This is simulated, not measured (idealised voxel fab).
Documented hereafter: the process module known as voxel local oxidation.
It is cross-section cut that appears here, measuring 255 nm in width, its square cells being 5 nm in size.
Reading order for cross-sections: top band down to bottom band. Underlying form: a grid of square cells. Band size: one or more rows of cells. Heads up on the band format: heights come first, top then bottom, in nm. After that it's the materials left to right, each with its width in nm. A single material flagged "everywhere" fills the whole band edge to edge, and "air" means there's empty space there. Note: height 0 marks the level under which the wafer is uniformly one material as received. Lowest band unbounded below, written "0 -> down". Quick explanation for "30 to 40": the width changes in equal steps down the rows of cells, from the first number in the band's top row to the second number in its bottom row. The designation "identical to before", where it is given for a processing step, indicates that no cell of the cross-section was altered in the course of that step. What "Listed closed voids" gives you is every empty space of 8 cells or more that is cut off from the top. Each appears as width x height at distance, with the distance taken from the left edge and width, height and distance all in nm. Where a step's line continues beyond its settings, the continuation is a remark by the simulator itself on that step. overlay nm: where the mask lay relative to plan, measured to the right, on steps with a mask; negatives go left.
The planned process steps are enumerated hereunder:
1: RECEIVE [material Si]
2: OXIDIZE [depth nm 5]
3: CONFORMAL_DEP [material SiN] [thk nm 10]
4: PATTERN [tone cover] [mask id ACTIVE] [material resist] [width nm 105] [thk nm 20] [overlay nm 0]
5: DIRECTIONAL_ETCH [etch materials SiN] [depth nm 10]
6: STRIP [etch materials resist]
7: SELECTIVE_ETCH [etch materials SiO2] [depth nm 5]
8: OXIDIZE [depth nm 10]
9: STRIP [etch materials SiN]
Run as planned: first of two wafers:
Cross-section of the incoming wafer, state after step 1:
	0 -> down = Si everywhere
	Listed closed voids: none
Upon completion of step 2, the wafer appears in cross-section as shown:
	0 -> -5 = SiO2 everywhere
	Nothing below the height -5 has changed.
Upon completion of step 3, the wafer appears in cross-section as shown:
	10 -> 0 = SiN everywhere
	Nothing below the height 0 has changed.
Upon completion of step 4, the wafer appears in cross-section as shown:
	30 -> 10 = air: 75 | resist: 105 | air: 75
	Nothing below the height 10 has changed.
Upon completion of step 5, the wafer appears in cross-section as shown:
	30 -> 10 = air: 75 | resist: 105 | air: 75
	10 -> 0 = air: 75 | SiN: 105 | air: 75
	Nothing below the height 0 has changed.
Upon completion of step 6, the wafer appears in cross-section as shown:
	10 -> 0 = air: 75 | SiN: 105 | air: 75
	Nothing below the height 0 has changed.
Upon completion of step 7, the wafer appears in cross-section as shown:
	10 -> 0 = air: 75 | SiN: 105 | air: 75
	0 -> -5 = air: 80 | SiO2: 95 | air: 80
	Nothing below the height -5 has changed.
Upon completion of step 8, the wafer appears in cross-section as shown:
	10 -> 0 = air: 75 | SiN: 105 | air: 75
	0 -> -5 = air: 80 | SiO2: 95 | air: 80
	-5 -> -15 = SiO2: 90 | Si: 75 | SiO2: 90
	Nothing below the height -15 has changed.
Upon completion of step 9, the wafer appears in cross-section as shown:
	0 -> -5 = air: 80 | SiO2: 95 | air: 80
	Nothing below the height -5 has changed.
Second wafer, same starting conditions and recipe as the first, one mistake in executing it, nothing differs from the first up to and including step 1:
Cross-sectional representation of the second wafer at the time designated in the plan for the completion of step 2:
	0 -> -10 = SiO2 everywhere
	Nothing below the height -10 has changed.
Cross-sectional representation of the second wafer at the time designated in the plan for the completion of step 3:
	10 -> 0 = SiN everywhere
	Nothing below the height 0 has changed.
Cross-sectional representation of the second wafer at the time designated in the plan for the completion of step 4:
	30 -> 10 = air: 75 | resist: 105 | air: 75
	Nothing below the height 10 has changed.
Cross-sectional representation of the second wafer at the time designated in the plan for the completion of step 5:
	30 -> 10 = air: 75 | resist: 105 | air: 75
	10 -> 0 = air: 75 | SiN: 105 | air: 75
	Nothing below the height 0 has changed.
Cross-sectional representation of the second wafer at the time designated in the plan for the completion of step 6:
	10 -> 0 = air: 75 | SiN: 105 | air: 75
	Nothing below the height 0 has changed.
Cross-sectional representation of the second wafer at the time designated in the plan for the completion of step 7:
	10 -> 0 = air: 75 | SiN: 105 | air: 75
	0 -> -5 = air: 80 | SiO2: 95 | air: 80
	Nothing below the height -5 has changed.
Cross-sectional representation of the second wafer at the time designated in the plan for the completion of step 8: identical to before
Cross-sectional representation of the second wafer at the time designated in the plan for the completion of step 9:
	0 -> -5 = air: 80 | SiO2: 95 | air: 80
	Nothing below the height -5 has changed.
The mistake made against the process plan was this: so step 2 ended up running with a different setting than we planned, it ran as OXIDIZE [depth nm 10]
Heads up, by the end the second wafer has more or fewer cells of some materials compared to the first: 21 more of Si, 21 fewer of SiO2
